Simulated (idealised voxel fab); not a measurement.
This section sets out a process module, namely voxel self aligned vias.
We display cut, a cross-section 145 nm in width whose square cells are each 5 nm.
This document writes a cross-section as a grid whose cells are square, and gives it as bands, listed from the top down; one or more rows of cells form a band. What a band's entry tells you: where the top is and where the bottom is, as heights in nm, and after that what lies inside, material by material from left to right, each with its width in nm. Empty space is written as the word "blank", and a single material marked with the word "edge to edge" occupies the band from edge to edge. It should be noted that heights are counted from 0, beneath which the wafer as supplied is of one material throughout, and that the lowest band possesses no lower boundary but continues downward, as written in "top 0, no bottom". Width spec "30..40" -> top row of cells at first value, bottom row at second value, equal per-row change in between. Step note "no change" = no cross-section cell changed. Look at "Unvented voids" for the closed voids: empty spaces with no open path to the top, sized 8 cells or up. Each is width x height at distance, distance from the left edge, all nm. Formally, on a step line, whatever follows the settings is a remark that the simulator itself makes on the step. "overlay nm" on a masked step: distance the mask lay right of its planned place, negative for left.
### These are the steps we planned for the process
| 1 | RECEIVE: material Si |
| 2 | CONFORMAL_DEP: material SiO2, thk nm 10 |
| 3 | CONFORMAL_DEP: material SiCN, thk nm 5 |
| 4 | DIRECTIONAL_DEP: material SiO2, thk nm 30 |
| 5 | MASKED_ETCH: tone open, mask id LINES, width nm 30, pitch nm 55, etch materials SiO2, depth nm 30, overlay nm 0 |
| 6 | CONFORMAL_DEP: material TiN, thk nm 5 |
| 7 | FILL_DEP: material W, thk nm 5 |
| 8 | CMP: height nm 45 |
| 9 | SELECTIVE_ETCH: etch materials W Ru TiN, depth nm 5 |
| 10 | FILL_DEP: material SiN, thk nm 5 |
| 11 | CMP: height nm 45 |
| 12 | DIRECTIONAL_DEP: material SiO2, thk nm 15 |
| 13 | MASKED_ETCH: tone open, mask id VIAS, width nm 40, etch materials SiO2, depth nm 15, overlay nm 0 |
| 14 | MASKED_ETCH: tone open, mask id VIAS, width nm 40, etch materials SiN, depth nm 5, overlay nm 0 |
| 15 | CONFORMAL_DEP: material TiN, thk nm 5 |
| 16 | FILL_DEP: material Ru, thk nm 5 |
| 17 | CMP: height nm 60 |
| 18 | CONFORMAL_DEP: material SiN, thk nm 5 |
### Below: the first of two wafers, run as planned
### Incoming wafer in cross-section (state: after step 1)
  top 0, no bottom = Si edge to edge
  Unvented voids: none
### You're looking at a cross-section of the wafer after step 2
  top 10, bottom 0 = SiO2 edge to edge
  Under the height 0 nothing was changed.
### You're looking at a cross-section of the wafer after step 3
  top 15, bottom 10 = SiCN edge to edge
  Under the height 10 nothing was changed.
### You're looking at a cross-section of the wafer after step 4
  top 45, bottom 15 = SiO2 edge to edge
  Under the height 15 nothing was changed.
### You're looking at a cross-section of the wafer after step 5
  top 45, bottom 15 = 30 nm SiO2 | 30 nm blank | 25 nm SiO2 | 30 nm blank | 30 nm SiO2
  Under the height 15 nothing was changed.
### You're looking at a cross-section of the wafer after step 6
  top 50, bottom 45 = 35 nm TiN | 20 nm blank | 35 nm TiN | 20 nm blank | 35 nm TiN
  top 45, bottom 20 = 30 nm SiO2 | 5 nm TiN | 20 nm blank | 5 nm TiN | 25 nm SiO2 | 5 nm TiN | 20 nm blank | 5 nm TiN | 30 nm SiO2
  top 20, bottom 15 = 30 nm SiO2 | 30 nm TiN | 25 nm SiO2 | 30 nm TiN | 30 nm SiO2
  Under the height 15 nothing was changed.
### You're looking at a cross-section of the wafer after step 7
  top 55, bottom 50 = W edge to edge
  top 50, bottom 45 = 35 nm TiN | 20 nm W | 35 nm TiN | 20 nm W | 35 nm TiN
  top 45, bottom 20 = 30 nm SiO2 | 5 nm TiN | 20 nm W | 5 nm TiN | 25 nm SiO2 | 5 nm TiN | 20 nm W | 5 nm TiN | 30 nm SiO2
  Under the height 20 nothing was changed.
### You're looking at a cross-section of the wafer after step 8
  top 45, bottom 20 = 30 nm SiO2 | 5 nm TiN | 20 nm W | 5 nm TiN | 25 nm SiO2 | 5 nm TiN | 20 nm W | 5 nm TiN | 30 nm SiO2
  Under the height 20 nothing was changed.
### You're looking at a cross-section of the wafer after step 9
  top 45, bottom 40 = 30 nm SiO2 | 30 nm blank | 25 nm SiO2 | 30 nm blank | 30 nm SiO2
  Under the height 40 nothing was changed.
### You're looking at a cross-section of the wafer after step 10
  top 50, bottom 45 = SiN edge to edge
  top 45, bottom 40 = 30 nm SiO2 | 30 nm SiN | 25 nm SiO2 | 30 nm SiN | 30 nm SiO2
  Under the height 40 nothing was changed.
### You're looking at a cross-section of the wafer after step 11
  top 45, bottom 40 = 30 nm SiO2 | 30 nm SiN | 25 nm SiO2 | 30 nm SiN | 30 nm SiO2
  Under the height 40 nothing was changed.
### You're looking at a cross-section of the wafer after step 12
  top 60, bottom 45 = SiO2 edge to edge
  Under the height 45 nothing was changed.
### You're looking at a cross-section of the wafer after step 13
  top 60, bottom 45 = 25 nm SiO2 | 40 nm blank | 80 nm SiO2
  Under the height 45 nothing was changed.
### You're looking at a cross-section of the wafer after step 14
  top 60, bottom 45 = 25 nm SiO2 | 40 nm blank | 80 nm SiO2
  top 45, bottom 40 = 30 nm SiO2 | 30 nm blank | 25 nm SiO2 | 30 nm SiN | 30 nm SiO2
  Under the height 40 nothing was changed.
### You're looking at a cross-section of the wafer after step 15
  top 65, bottom 60 = 30 nm TiN | 30 nm blank | 85 nm TiN
  top 60, bottom 50 = 25 nm SiO2 | 5 nm TiN | 30 nm blank | 5 nm TiN | 80 nm SiO2
  top 50, bottom 45 = 25 nm SiO2 | 10 nm TiN | 20 nm blank | 10 nm TiN | 80 nm SiO2
  top 45, bottom 40 = 30 nm SiO2 | 30 nm TiN | 25 nm SiO2 | 30 nm SiN | 30 nm SiO2
  Under the height 40 nothing was changed.
### You're looking at a cross-section of the wafer after step 16
  top 70, bottom 65 = Ru edge to edge
  top 65, bottom 60 = 30 nm TiN | 30 nm Ru | 85 nm TiN
  top 60, bottom 50 = 25 nm SiO2 | 5 nm TiN | 30 nm Ru | 5 nm TiN | 80 nm SiO2
  top 50, bottom 45 = 25 nm SiO2 | 10 nm TiN | 20 nm Ru | 10 nm TiN | 80 nm SiO2
  Under the height 45 nothing was changed.
### You're looking at a cross-section of the wafer after step 17
  top 60, bottom 50 = 25 nm SiO2 | 5 nm TiN | 30 nm Ru | 5 nm TiN | 80 nm SiO2
  Under the height 50 nothing was changed.
### You're looking at a cross-section of the wafer after step 18
  top 65, bottom 60 = SiN edge to edge
  Under the height 60 nothing was changed.
### Second wafer, same starting conditions and recipe as the first, one mistake in executing it, nothing differs from the first up to and including step 12
### At the planned end of step 13, the second wafer in cross-section
  top 60, bottom 45 = 20 nm SiO2 | 50 nm blank | 75 nm SiO2
  Under the height 45 nothing was changed.
### At the planned end of step 14, the second wafer in cross-section
  top 60, bottom 45 = 20 nm SiO2 | 50 nm blank | 75 nm SiO2
  top 45, bottom 40 = 30 nm SiO2 | 30 nm blank | 25 nm SiO2 | 30 nm SiN | 30 nm SiO2
  Under the height 40 nothing was changed.
### At the planned end of step 15, the second wafer in cross-section
  top 65, bottom 60 = 25 nm TiN | 40 nm blank | 80 nm TiN
  top 60, bottom 50 = 20 nm SiO2 | 5 nm TiN | 40 nm blank | 5 nm TiN | 75 nm SiO2
  top 50, bottom 45 = 20 nm SiO2 | 15 nm TiN | 20 nm blank | 15 nm TiN | 75 nm SiO2
  top 45, bottom 40 = 30 nm SiO2 | 30 nm TiN | 25 nm SiO2 | 30 nm SiN | 30 nm SiO2
  Under the height 40 nothing was changed.
### At the planned end of step 16, the second wafer in cross-section
  top 70, bottom 65 = Ru edge to edge
  top 65, bottom 60 = 25 nm TiN | 40 nm Ru | 80 nm TiN
  top 60, bottom 50 = 20 nm SiO2 | 5 nm TiN | 40 nm Ru | 5 nm TiN | 75 nm SiO2
  top 50, bottom 45 = 20 nm SiO2 | 15 nm TiN | 20 nm Ru | 15 nm TiN | 75 nm SiO2
  Under the height 45 nothing was changed.
### At the planned end of step 17, the second wafer in cross-section
  top 60, bottom 50 = 20 nm SiO2 | 5 nm TiN | 40 nm Ru | 5 nm TiN | 75 nm SiO2
  Under the height 50 nothing was changed.
### At the planned end of step 18, the second wafer in cross-section
  top 65, bottom 60 = SiN edge to edge
  Under the height 60 nothing was changed.
Deviation from plan: step 13 deviated from plan and actually ran as MASKED_ETCH: tone open, mask id VIAS, width nm 50, etch materials SiO2, depth nm 15, overlay nm 0
Final comparison by cell count, materials where the second wafer has more or fewer than the first: Ru: 4 more | SiO2: 6 fewer | TiN: 2 more
